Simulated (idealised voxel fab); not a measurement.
The name of this process module is voxel wiring stack.
Square cells of 5 nm make up the cross-section cut, whose width is 265 nm.
Cross-section format: a grid of square cells, given as bands from top to bottom; each band is one or more rows of cells.
Band entry format. Leading values: height of top, height of bottom, nm. Remainder: materials in left-to-right order, each with its width in nm. Special words: "full width" on a single material, which then fills the band edge to edge; "air", empty space.
Heights from 0 (as-received wafer is one material below). Bottom band endless downward, as "0..down".
So if you see something like "30..40" for the width, read it as the top row of the band sitting at the first number and the bottom row at the second, with every row in between moving by the same amount as the last.
"no change occurred" for a step: no cell of the cross-section changed in that step.
So "Cavities, sealed" is basically the list of trapped voids: any empty space of 8 cells or more that can't reach the top through an opening. They're written width x height at distance, the distance being from the left edge, and it's all nm.
Formally, on a step line, whatever follows the settings is a remark that the simulator itself makes on the step.
A step's line can hold "overlay nm"; with a mask on that step, the setting says how far right of the planned place the mask lay, while a negative setting says it lay to the left.

Planned step list for the process
1: RECEIVE (material Si)
2: CONFORMAL_DEP (material SiO2; thk nm 10)
3: CONFORMAL_DEP (material SiN; thk nm 5)
4: DIRECTIONAL_DEP (material lowk; thk nm 15)
5: PATTERN (tone open; mask id METAL_1; material resist; width nm 30; pitch nm 60; thk nm 20; overlay nm 0)
6: DIRECTIONAL_ETCH (etch materials lowk; depth nm 15)
7: DIRECTIONAL_ETCH (etch materials SiN; depth nm 5)
8: STRIP (etch materials resist)
9: CONFORMAL_DEP (material TiN; thk nm 5)
10: FILL_DEP (material Cu; thk nm 10)
11: CMP (height nm 30)
12: CONFORMAL_DEP (material SiCN; thk nm 5)
13: DIRECTIONAL_DEP (material lowk; thk nm 25)
14: DIRECTIONAL_DEP (material aC; thk nm 10)
15: PATTERN (tone open; mask id METAL_2; material resist; width nm 30; pitch nm 60; thk nm 30; overlay nm 0)
16: DIRECTIONAL_ETCH (etch materials aC; depth nm 10)
17: STRIP (etch materials resist)
18: DIRECTIONAL_ETCH (etch materials lowk; depth nm 15)
19: STRIP (etch materials aC)
20: DIRECTIONAL_DEP (material aC; thk nm 10)
21: PATTERN (tone open; mask id METAL_2_HOLES; material resist; width nm 15; thk nm 30; overlay nm 0)
22: DIRECTIONAL_ETCH (etch materials aC; depth nm 10)
23: STRIP (etch materials resist)
24: DIRECTIONAL_ETCH (etch materials lowk; depth nm 10)
25: DIRECTIONAL_ETCH (etch materials SiCN; depth nm 5)
26: STRIP (etch materials aC)
27: CONFORMAL_DEP (material TiN; thk nm 5)
28: FILL_DEP (material Cu; thk nm 5)
29: CMP (height nm 60)
30: CONFORMAL_DEP (material SiN; thk nm 5)

Wafer cross-section on receipt, i.e. after step 1
	0..down | Si full width
	Cavities, sealed: none

Same starting wafer, same plan as above, one mistake in the execution; this is the cross-section at the end of the module
	65..60 | SiN full width
	60..50 | 95..80 of Cu / 5..20 of TiN / 15 of lowk / 5 of TiN / 20 of Cu / 5 of TiN / 30 of lowk / 5 of TiN / 85 of Cu
	50..45 | 85 of TiN / 30 of lowk / 30 of TiN / 30 of lowk / 90 of TiN
	45..35 | lowk full width
	35..30 | SiCN full width
	30..15 | 85 of lowk / 5 of TiN / 20 of Cu / 5 of TiN / 30 of lowk / 5 of TiN / 20 of Cu / 5 of TiN / 90 of lowk
	15..10 | 85 of SiN / 30 of TiN / 30 of SiN / 30 of TiN / 90 of SiN
	10..0 | SiO2 full width
	0..down | Si full width
	Cavities, sealed: none
What was the processing mistake? the process deviated at step 15: the operation and settings actually run there were PATTERN (tone cover; mask id METAL_2; material resist; width nm 30; pitch nm 60; thk nm 30; overlay nm 0)
